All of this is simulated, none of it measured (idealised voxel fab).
process module | voxel spacer lines
cross-section cut | 185 nm wide | cells 5 nm
A cross-section is a grid of square cells, given in bands from the top down. A band is one or more rows of cells.
Each band's line starts with the height of the band's top and of its bottom, in nm. Then come its materials from left to right, each with its width in nm. One material with "throughout" fills the band from edge to edge. "air" is empty space.
Height 0 is the level under which the wafer as received is all one material. The lowest band goes on downwards, as in "0 down".
A width such as "30 to 40" changes by the same amount from each row of cells to the next, from the band's top row to its bottom row.
"no change" after a step means that no cell of the cross-section changed.
closed voids: empty space of 8 cells or more with no open way to the top, each as width x height at its distance from the left edge, in nm
after a step's settings: what the simulator itself notes on the step
overlay nm, on a step with a mask: how far to the right of its planned place the mask lay; to the left if negative
plan
1 op RECEIVE | material Si
2 op CONFORMAL_DEP | material Al2O3 | thk nm 5
3 op DIRECTIONAL_DEP | material SiN | thk nm 10
4 op DIRECTIONAL_DEP | material polySi | thk nm 30
5 op PATTERN | tone cover | mask id MANDREL | material resist | width nm 15 | pitch nm 50 | thk nm 40 | overlay nm 0
6 op DIRECTIONAL_ETCH | etch materials polySi | depth nm 30
7 op STRIP | etch materials resist
8 op CONFORMAL_DEP | material SiO2 | thk nm 10
9 op DIRECTIONAL_ETCH | etch materials SiO2 | depth nm 10
10 op STRIP | etch materials polySi
11 op DIRECTIONAL_ETCH | etch materials SiN | depth nm 10
12 op STRIP | etch materials SiO2
as received, after step 1
  0 down: Si throughout
  closed voids: none
first wafer at the end, as planned
  15 to 5: air 50 | SiN 10 | air 15 | SiN 10 | air 15 | SiN 10 | air 15 | SiN 10 | air 50
  5 to 0: Al2O3 throughout
  0 down: Si throughout
  closed voids: none
second wafer at the end: like start, like plan, one mistake
  35 to 5: polySi throughout
  5 to 0: Al2O3 throughout
  0 down: Si throughout
  closed voids: none
what went wrong: steps 3 and 4 were swapped
at the end the second wafer has, in cells: 16 fewer of SiN | 222 more of polySi
